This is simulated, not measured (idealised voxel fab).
Process module heading - voxel self aligned contacts
Shown is cross-section cut, with a width of 240 nm and square cells of size 5 nm.
A cross-section is written here as square cells arranged in a grid, and it is given in bands from the top down, each band taking up one or more rows of cells.
Look at the band entry: it leads with the top's height and the bottom's height in nm. Then it lists the materials left to right, with a width in nm for each. The word "throughout" on a single material says that material fills the band edge to edge. The word "air" is empty space.
The reference from which all heights are counted is 0, the level beneath which the as-received wafer is entirely one material; the lowest band, having no lower bound, proceeds downward and is written after the example "top 0, no bottom".
The width entry "30->40" should be interpreted row by row: the top row of cells in the band takes the first number, the bottom row takes the second number, and the change between adjacent rows is uniform throughout.
"nothing different" after a step means that no cell of the cross-section changed.
Entry "Cavities, sealed". Content: empty spaces with no open connection to the top, size 8 cells or greater. Each: width x height at distance. Distance: from left edge. Unit: nm.
On each step's line, the part that comes after the settings is the simulator's own comment on the step.
Each step line may optionally specify "overlay nm", which for a step with a mask gives the rightward distance between the mask's planned place and where it lay, a negative value indicating the leftward direction.
This section lists the process steps that were planned
1,RECEIVE,material Si
2,CONFORMAL_DEP,material SiO2,thk nm 5
3,DIRECTIONAL_DEP,material polySi,thk nm 25
4,DIRECTIONAL_DEP,material SiN,thk nm 20
5,DIRECTIONAL_DEP,material aC,thk nm 15
6,PATTERN,tone cover,mask id GATE,material resist,width nm 35,pitch nm 60,thk nm 30,overlay nm 0
7,DIRECTIONAL_ETCH,etch materials aC,depth nm 15
8,STRIP,etch materials resist
9,DIRECTIONAL_ETCH,etch materials SiN,depth nm 20
10,DIRECTIONAL_ETCH,etch materials polySi,depth nm 25
11,STRIP,etch materials aC
12,CONFORMAL_DEP,material SiN,thk nm 5
13,DIRECTIONAL_ETCH,etch materials SiN,depth nm 5
14,FILL_DEP,material SiO2,thk nm 15
15,CMP,height nm 55
16,PATTERN,tone open,mask id CONTACT,material resist,width nm 45,thk nm 15,overlay nm 0
17,DIRECTIONAL_ETCH,etch materials SiO2,depth nm 55
18,STRIP,etch materials resist
19,CONFORMAL_DEP,material TiN,thk nm 5
20,FILL_DEP,material W,thk nm 5
21,CMP,height nm 55
22,CONFORMAL_DEP,material SiN,thk nm 5
Account of the first of two wafers, which was processed as intended
Wafer cross-section on receipt, i.e. after step 1
  top 0, no bottom = Si throughout
  Cavities, sealed: none
Cross-section: wafer state after step 2
  top 5, bottom 0 = SiO2 throughout
  Below a height of 0, the structure has not been altered.
Cross-section: wafer state after step 3
  top 30, bottom 5 = polySi throughout
  Below a height of 5, the structure has not been altered.
Cross-section: wafer state after step 4
  top 50, bottom 30 = SiN throughout
  Below a height of 30, the structure has not been altered.
Cross-section: wafer state after step 5
  top 65, bottom 50 = aC throughout
  Below a height of 50, the structure has not been altered.
Cross-section: wafer state after step 6
  top 95, bottom 65 = air 70 nm; resist 35 nm; air 25 nm; resist 35 nm; air 75 nm
  Below a height of 65, the structure has not been altered.
Cross-section: wafer state after step 7
  top 80, bottom 65 = air 70 nm; resist 35 nm; air 25 nm; resist 35 nm; air 75 nm
  top 65, bottom 50 = air 70 nm; aC 35 nm; air 25 nm; aC 35 nm; air 75 nm
  Below a height of 50, the structure has not been altered.
Cross-section: wafer state after step 8
  top 65, bottom 50 = air 70 nm; aC 35 nm; air 25 nm; aC 35 nm; air 75 nm
  Below a height of 50, the structure has not been altered.
Cross-section: wafer state after step 9
  top 65, bottom 50 = air 70 nm; aC 35 nm; air 25 nm; aC 35 nm; air 75 nm
  top 50, bottom 30 = air 70 nm; SiN 35 nm; air 25 nm; SiN 35 nm; air 75 nm
  Below a height of 30, the structure has not been altered.
Cross-section: wafer state after step 10
  top 65, bottom 50 = air 70 nm; aC 35 nm; air 25 nm; aC 35 nm; air 75 nm
  top 50, bottom 30 = air 70 nm; SiN 35 nm; air 25 nm; SiN 35 nm; air 75 nm
  top 30, bottom 5 = air 70 nm; polySi 35 nm; air 25 nm; polySi 35 nm; air 75 nm
  Below a height of 5, the structure has not been altered.
Cross-section: wafer state after step 11
  top 50, bottom 30 = air 70 nm; SiN 35 nm; air 25 nm; SiN 35 nm; air 75 nm
  Below a height of 30, the structure has not been altered.
Cross-section: wafer state after step 12
  top 55, bottom 30 = air 65 nm; SiN 45 nm; air 15 nm; SiN 45 nm; air 70 nm
  top 30, bottom 10 = air 65 nm; SiN 5 nm; polySi 35 nm; SiN 5 nm; air 15 nm; SiN 5 nm; polySi 35 nm; SiN 5 nm; air 70 nm
  top 10, bottom 5 = SiN 70 nm; polySi 35 nm; SiN 25 nm; polySi 35 nm; SiN 75 nm
  Below a height of 5, the structure has not been altered.
Cross-section: wafer state after step 13
  top 50, bottom 30 = air 65 nm; SiN 45 nm; air 15 nm; SiN 45 nm; air 70 nm
  top 30, bottom 5 = air 65 nm; SiN 5 nm; polySi 35 nm; SiN 5 nm; air 15 nm; SiN 5 nm; polySi 35 nm; SiN 5 nm; air 70 nm
  Below a height of 5, the structure has not been altered.
Cross-section: wafer state after step 14
  top 65, bottom 50 = SiO2 throughout
  top 50, bottom 30 = SiO2 65 nm; SiN 45 nm; SiO2 15 nm; SiN 45 nm; SiO2 70 nm
  top 30, bottom 5 = SiO2 65 nm; SiN 5 nm; polySi 35 nm; SiN 5 nm; SiO2 15 nm; SiN 5 nm; polySi 35 nm; SiN 5 nm; SiO2 70 nm
  Below a height of 5, the structure has not been altered.
Cross-section: wafer state after step 15
  top 55, bottom 50 = SiO2 throughout
  Below a height of 50, the structure has not been altered.
Cross-section: wafer state after step 16
  top 70, bottom 55 = resist 95 nm; air 45 nm; resist 100 nm
  Below a height of 55, the structure has not been altered.
Cross-section: wafer state after step 17
  top 70, bottom 55 = resist 95 nm; air 45 nm; resist 100 nm
  top 55, bottom 50 = SiO2 95 nm; air 45 nm; SiO2 100 nm
  top 50, bottom 30 = SiO2 65 nm; SiN 45 nm; air 15 nm; SiN 45 nm; SiO2 70 nm
  top 30, bottom 5 = SiO2 65 nm; SiN 5 nm; polySi 35 nm; SiN 5 nm; air 15 nm; SiN 5 nm; polySi 35 nm; SiN 5 nm; SiO2 70 nm
  top 5, bottom 0 = SiO2 110 nm; air 15 nm; SiO2 115 nm
  Below a height of 0, the structure has not been altered.
Cross-section: wafer state after step 18
  top 55, bottom 50 = SiO2 95 nm; air 45 nm; SiO2 100 nm
  Below a height of 50, the structure has not been altered.
Cross-section: wafer state after step 19
  top 60, bottom 55 = TiN 100 nm; air 35 nm; TiN 105 nm
  top 55, bottom 50 = SiO2 95 nm; TiN 20 nm; air 5 nm; TiN 20 nm; SiO2 100 nm
  top 50, bottom 30 = SiO2 65 nm; SiN 45 nm; TiN 5 nm; air 5 nm; TiN 5 nm; SiN 45 nm; SiO2 70 nm
  top 30, bottom 5 = SiO2 65 nm; SiN 5 nm; polySi 35 nm; SiN 5 nm; TiN 5 nm; air 5 nm; TiN 5 nm; SiN 5 nm; polySi 35 nm; SiN 5 nm; SiO2 70 nm
  top 5, bottom 0 = SiO2 110 nm; TiN 15 nm; SiO2 115 nm
  Below a height of 0, the structure has not been altered.
Cross-section: wafer state after step 20
  top 65, bottom 60 = W throughout
  top 60, bottom 55 = TiN 100 nm; W 35 nm; TiN 105 nm
  top 55, bottom 50 = SiO2 95 nm; TiN 20 nm; W 5 nm; TiN 20 nm; SiO2 100 nm
  top 50, bottom 30 = SiO2 65 nm; SiN 45 nm; TiN 5 nm; W 5 nm; TiN 5 nm; SiN 45 nm; SiO2 70 nm
  top 30, bottom 5 = SiO2 65 nm; SiN 5 nm; polySi 35 nm; SiN 5 nm; TiN 5 nm; W 5 nm; TiN 5 nm; SiN 5 nm; polySi 35 nm; SiN 5 nm; SiO2 70 nm
  Below a height of 5, the structure has not been altered.
Cross-section: wafer state after step 21
  top 55, bottom 50 = SiO2 95 nm; TiN 20 nm; W 5 nm; TiN 20 nm; SiO2 100 nm
  Below a height of 50, the structure has not been altered.
Cross-section: wafer state after step 22
  top 60, bottom 55 = SiN throughout
  Below a height of 55, the structure has not been altered.
For the second wafer, take the first wafer's start and plan, then add one mistake made in running it; everything through step 5, that step included, is shared with the first
Cross-section of the second wafer corresponding to the planned conclusion of step 6
  top 95, bottom 65 = air 60 nm; resist 35 nm; air 25 nm; resist 35 nm; air 85 nm
  Below a height of 65, the structure has not been altered.
Cross-section of the second wafer corresponding to the planned conclusion of step 7
  top 80, bottom 65 = air 60 nm; resist 35 nm; air 25 nm; resist 35 nm; air 85 nm
  top 65, bottom 50 = air 60 nm; aC 35 nm; air 25 nm; aC 35 nm; air 85 nm
  Below a height of 50, the structure has not been altered.
Cross-section of the second wafer corresponding to the planned conclusion of step 8
  top 65, bottom 50 = air 60 nm; aC 35 nm; air 25 nm; aC 35 nm; air 85 nm
  Below a height of 50, the structure has not been altered.
Cross-section of the second wafer corresponding to the planned conclusion of step 9
  top 65, bottom 50 = air 60 nm; aC 35 nm; air 25 nm; aC 35 nm; air 85 nm
  top 50, bottom 30 = air 60 nm; SiN 35 nm; air 25 nm; SiN 35 nm; air 85 nm
  Below a height of 30, the structure has not been altered.
Cross-section of the second wafer corresponding to the planned conclusion of step 10
  top 65, bottom 50 = air 60 nm; aC 35 nm; air 25 nm; aC 35 nm; air 85 nm
  top 50, bottom 30 = air 60 nm; SiN 35 nm; air 25 nm; SiN 35 nm; air 85 nm
  top 30, bottom 5 = air 60 nm; polySi 35 nm; air 25 nm; polySi 35 nm; air 85 nm
  Below a height of 5, the structure has not been altered.
Cross-section of the second wafer corresponding to the planned conclusion of step 11
  top 50, bottom 30 = air 60 nm; SiN 35 nm; air 25 nm; SiN 35 nm; air 85 nm
  Below a height of 30, the structure has not been altered.
Cross-section of the second wafer corresponding to the planned conclusion of step 12
  top 55, bottom 30 = air 55 nm; SiN 45 nm; air 15 nm; SiN 45 nm; air 80 nm
  top 30, bottom 10 = air 55 nm; SiN 5 nm; polySi 35 nm; SiN 5 nm; air 15 nm; SiN 5 nm; polySi 35 nm; SiN 5 nm; air 80 nm
  top 10, bottom 5 = SiN 60 nm; polySi 35 nm; SiN 25 nm; polySi 35 nm; SiN 85 nm
  Below a height of 5, the structure has not been altered.
Cross-section of the second wafer corresponding to the planned conclusion of step 13
  top 50, bottom 30 = air 55 nm; SiN 45 nm; air 15 nm; SiN 45 nm; air 80 nm
  top 30, bottom 5 = air 55 nm; SiN 5 nm; polySi 35 nm; SiN 5 nm; air 15 nm; SiN 5 nm; polySi 35 nm; SiN 5 nm; air 80 nm
  Below a height of 5, the structure has not been altered.
Cross-section of the second wafer corresponding to the planned conclusion of step 14
  top 65, bottom 50 = SiO2 throughout
  top 50, bottom 30 = SiO2 55 nm; SiN 45 nm; SiO2 15 nm; SiN 45 nm; SiO2 80 nm
  top 30, bottom 5 = SiO2 55 nm; SiN 5 nm; polySi 35 nm; SiN 5 nm; SiO2 15 nm; SiN 5 nm; polySi 35 nm; SiN 5 nm; SiO2 80 nm
  Below a height of 5, the structure has not been altered.
Cross-section of the second wafer corresponding to the planned conclusion of step 15
  top 55, bottom 50 = SiO2 throughout
  Below a height of 50, the structure has not been altered.
Cross-section of the second wafer corresponding to the planned conclusion of step 16
  top 70, bottom 55 = resist 95 nm; air 45 nm; resist 100 nm
  Below a height of 55, the structure has not been altered.
Cross-section of the second wafer corresponding to the planned conclusion of step 17
  top 70, bottom 55 = resist 95 nm; air 45 nm; resist 100 nm
  top 55, bottom 50 = SiO2 95 nm; air 45 nm; SiO2 100 nm
  top 50, bottom 30 = SiO2 55 nm; SiN 45 nm; air 15 nm; SiN 45 nm; SiO2 80 nm
  top 30, bottom 5 = SiO2 55 nm; SiN 5 nm; polySi 35 nm; SiN 5 nm; air 15 nm; SiN 5 nm; polySi 35 nm; SiN 5 nm; SiO2 80 nm
  top 5, bottom 0 = SiO2 100 nm; air 15 nm; SiO2 125 nm
  Below a height of 0, the structure has not been altered.
Cross-section of the second wafer corresponding to the planned conclusion of step 18
  top 55, bottom 50 = SiO2 95 nm; air 45 nm; SiO2 100 nm
  Below a height of 50, the structure has not been altered.
Cross-section of the second wafer corresponding to the planned conclusion of step 19
  top 60, bottom 55 = TiN 100 nm; air 35 nm; TiN 105 nm
  top 55, bottom 50 = SiO2 95 nm; TiN 10 nm; air 5 nm; TiN 30 nm; SiO2 100 nm
  top 50, bottom 30 = SiO2 55 nm; SiN 45 nm; TiN 5 nm; air 5 nm; TiN 5 nm; SiN 45 nm; SiO2 80 nm
  top 30, bottom 5 = SiO2 55 nm; SiN 5 nm; polySi 35 nm; SiN 5 nm; TiN 5 nm; air 5 nm; TiN 5 nm; SiN 5 nm; polySi 35 nm; SiN 5 nm; SiO2 80 nm
  top 5, bottom 0 = SiO2 100 nm; TiN 15 nm; SiO2 125 nm
  Below a height of 0, the structure has not been altered.
Cross-section of the second wafer corresponding to the planned conclusion of step 20
  top 65, bottom 60 = W throughout
  top 60, bottom 55 = TiN 100 nm; W 35 nm; TiN 105 nm
  top 55, bottom 50 = SiO2 95 nm; TiN 10 nm; W 5 nm; TiN 30 nm; SiO2 100 nm
  top 50, bottom 30 = SiO2 55 nm; SiN 45 nm; TiN 5 nm; W 5 nm; TiN 5 nm; SiN 45 nm; SiO2 80 nm
  top 30, bottom 5 = SiO2 55 nm; SiN 5 nm; polySi 35 nm; SiN 5 nm; TiN 5 nm; W 5 nm; TiN 5 nm; SiN 5 nm; polySi 35 nm; SiN 5 nm; SiO2 80 nm
  Below a height of 5, the structure has not been altered.
Cross-section of the second wafer corresponding to the planned conclusion of step 21
  top 55, bottom 50 = SiO2 95 nm; TiN 10 nm; W 5 nm; TiN 30 nm; SiO2 100 nm
  Below a height of 50, the structure has not been altered.
Cross-section of the second wafer corresponding to the planned conclusion of step 22
  top 60, bottom 55 = SiN throughout
  Below a height of 55, the structure has not been altered.
Where did the run depart from the plan? step 6 ran as: PATTERN,tone cover,mask id GATE,material resist,width nm 35,pitch nm 60,thk nm 30,overlay nm -10
The concluding comparison shows that, measured in cells, each material is equally abundant on both wafers, albeit at different positions.
